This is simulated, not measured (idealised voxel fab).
process module | voxel spacer lines
cross-section cut | 205 nm wide | cells 5 nm
A cross-section is a grid of square cells, given in bands from the top down. A band is one or more rows of cells.
Each band's line starts with the height of the band's top and of its bottom, in nm. Then come its materials from left to right, each with its width in nm. One material with "throughout" fills the band from edge to edge. "air" is empty space.
Height 0 is the level under which the wafer as received is all one material. The lowest band goes on downwards, as in "0 down".
A width such as "30 to 40" changes by the same amount from each row of cells to the next, from the band's top row to its bottom row.
"no change" after a step means that no cell of the cross-section changed.
closed voids: empty space of 8 cells or more with no open way to the top, each as width x height at its distance from the left edge, in nm
after a step's settings: what the simulator itself notes on the step
overlay nm, on a step with a mask: how far to the right of its planned place the mask lay; to the left if negative
plan
1 op RECEIVE | material Si
2 op CONFORMAL_DEP | material Al2O3 | thk nm 10
3 op DIRECTIONAL_DEP | material polySi | thk nm 20
4 op DIRECTIONAL_DEP | material aC | thk nm 25
5 op PATTERN | tone cover | mask id MANDREL | material resist | width nm 15 | pitch nm 60 | thk nm 35 | overlay nm 0
6 op DIRECTIONAL_ETCH | etch materials aC | depth nm 25
7 op STRIP | etch materials resist
8 op CONFORMAL_DEP | material SiN | thk nm 15
9 op DIRECTIONAL_ETCH | etch materials SiN | depth nm 15
10 op STRIP | etch materials aC
11 op DIRECTIONAL_ETCH | etch materials polySi | depth nm 20
12 op STRIP | etch materials SiN
13 op FILL_DEP | material SiO2 | thk nm 10
14 op CMP | height nm 30
first wafer, as planned
as received, after step 1
  0 down: Si throughout
  closed voids: none
after step 2
  10 to 0: Al2O3 throughout
  below 0: unchanged
after step 3
  30 to 10: polySi throughout
  below 10: unchanged
after step 4
  55 to 30: aC throughout
  below 30: unchanged
after step 5
  90 to 55: air 65 | resist 15 | air 45 | resist 15 | air 65
  below 55: unchanged
after step 6
  65 to 55: air 65 | resist 15 | air 45 | resist 15 | air 65
  55 to 30: air 65 | aC 15 | air 45 | aC 15 | air 65
  below 30: unchanged
after step 7
  55 to 30: air 65 | aC 15 | air 45 | aC 15 | air 65
  below 30: unchanged
after step 8
  70 to 55: air 50 | SiN 45 | air 15 | SiN 45 | air 50
  55 to 45: air 50 | SiN 15 | aC 15 | SiN 15 | air 15 | SiN 15 | aC 15 | SiN 15 | air 50
  45 to 30: SiN 65 | aC 15 | SiN 45 | aC 15 | SiN 65
  below 30: unchanged
after step 9
  55 to 30: air 50 | SiN 15 | aC 15 | SiN 15 | air 15 | SiN 15 | aC 15 | SiN 15 | air 50
  below 30: unchanged
after step 10
  55 to 30: air 50 | SiN 15 | air 15 | SiN 15 | air 15 | SiN 15 | air 15 | SiN 15 | air 50
  below 30: unchanged
after step 11
  55 to 30: air 50 | SiN 15 | air 15 | SiN 15 | air 15 | SiN 15 | air 15 | SiN 15 | air 50
  30 to 10: air 50 | polySi 15 | air 15 | polySi 15 | air 15 | polySi 15 | air 15 | polySi 15 | air 50
  below 10: unchanged
after step 12
  30 to 10: air 50 | polySi 15 | air 15 | polySi 15 | air 15 | polySi 15 | air 15 | polySi 15 | air 50
  below 10: unchanged
after step 13
  40 to 30: SiO2 throughout
  30 to 10: SiO2 50 | polySi 15 | SiO2 15 | polySi 15 | SiO2 15 | polySi 15 | SiO2 15 | polySi 15 | SiO2 50
  below 10: unchanged
after step 14
  30 to 10: SiO2 50 | polySi 15 | SiO2 15 | polySi 15 | SiO2 15 | polySi 15 | SiO2 15 | polySi 15 | SiO2 50
  below 10: unchanged
second wafer: like start, like plan, one mistake. Through step 8 it matches the first wafer
when step 9 should have ended
  55 to 40: air 65 | aC 15 | air 45 | aC 15 | air 65
  40 to 30: air 50 | SiN 15 | aC 15 | SiN 15 | air 15 | SiN 15 | aC 15 | SiN 15 | air 50
  below 30: unchanged
when step 10 should have ended
  40 to 30: air 50 | SiN 15 | air 15 | SiN 15 | air 15 | SiN 15 | air 15 | SiN 15 | air 50
  below 30: unchanged
when step 11 should have ended
  40 to 30: air 50 | SiN 15 | air 15 | SiN 15 | air 15 | SiN 15 | air 15 | SiN 15 | air 50
  30 to 10: air 50 | polySi 15 | air 15 | polySi 15 | air 15 | polySi 15 | air 15 | polySi 15 | air 50
  below 10: unchanged
when step 12 should have ended
  30 to 10: air 50 | polySi 15 | air 15 | polySi 15 | air 15 | polySi 15 | air 15 | polySi 15 | air 50
  below 10: unchanged
when step 13 should have ended
  40 to 30: SiO2 throughout
  30 to 10: SiO2 50 | polySi 15 | SiO2 15 | polySi 15 | SiO2 15 | polySi 15 | SiO2 15 | polySi 15 | SiO2 50
  below 10: unchanged
when step 14 should have ended
  30 to 10: SiO2 50 | polySi 15 | SiO2 15 | polySi 15 | SiO2 15 | polySi 15 | SiO2 15 | polySi 15 | SiO2 50
  below 10: unchanged
what went wrong: step 9 was run twice
at the end the two cross-sections are the same: no effect in what this model computes
